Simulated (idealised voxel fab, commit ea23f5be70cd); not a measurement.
The following is a process module called voxel tone inversion.
The figure presents cross-section cut, which has a width of 260 nm and is divided into square cells with an edge length of 5 nm.
Reading order for cross-sections: top band down to bottom band. Underlying form: a grid of square cells. Band size: one or more rows of cells.
Quick guide to a band line: top height, bottom height (nm) up front; then every material left to right with its width in nm. Only one material and it's marked "everywhere"? Then it fills the band edge to edge. And "air" just means empty space.
Where do heights start? At 0: under that level the wafer as delivered is made of one material only. And the lowest band has no floor; it just carries on downward, as in "0 -> down".
Note: "30 to 40" means the width goes from the first number (top row of the band) to the second number (bottom row) in equal steps per row of cells.
Where a step carries "nothing got changed", the cross-section came out of it unchanged, cell for cell.
"Voids, fully enclosed" means: voids of 8 cells or more that are shut off from the top with no open way through. Written width x height at distance, distance from the left edge, in nm.
What comes after the settings on a step's line is commentary from the simulator itself on that step.
The optional step-line setting "overlay nm" applies to steps with a mask and quantifies how far to the right of its planned location the mask lay, a negative value indicating leftward placement.

The steps planned for the process are as follows:
- 1: RECEIVE [material Si]
- 2: CONFORMAL_DEP [material SiCN] [thk nm 10]
- 3: DIRECTIONAL_DEP [material polySi] [thk nm 25]
- 4: PATTERN [tone cover] [mask id POSTS] [material resist] [width nm 20] [pitch nm 45] [thk nm 30] [overlay nm 0]
- 5: DIRECTIONAL_ETCH [etch materials polySi] [depth nm 25]
- 6: STRIP [etch materials resist]
- 7: FILL_DEP [material lowk] [thk nm 10]
- 8: CMP [height nm 35]
- 9: STRIP [etch materials polySi]

Delivered wafer in cross-section: state after step 1:
  0 -> down  Si everywhere
  Voids, fully enclosed: none

The first of two wafers, cross-sectioned at the end of the module, with the run proceeding as planned:
  35 -> 10  lowk (50), then air (20), then lowk (25), then air (20), then lowk (25), then air (20), then lowk (25), then air (20), then lowk (55)
  10 -> 0  SiCN everywhere
  0 -> down  Si everywhere
  Voids, fully enclosed: none

This is the second of the two wafers, cross-sectioned at the end of the module; it started exactly like the first and was given the same plan, but it was run with one mistake:
  35 -> 10  lowk (45), then air (30), then lowk (15), then air (30), then lowk (15), then air (30), then lowk (15), then air (30), then lowk (50)
  10 -> 0  SiCN everywhere
  0 -> down  Si everywhere
  Voids, fully enclosed: none
What broke from the plan during processing? so step 4 ended up running with a different setting than we planned, it ran as PATTERN [tone cover] [mask id POSTS] [material resist] [width nm 30] [pitch nm 45] [thk nm 30] [overlay nm 0]
Final wafer comparison in cells, second versus first, more or fewer per material: lowk -40
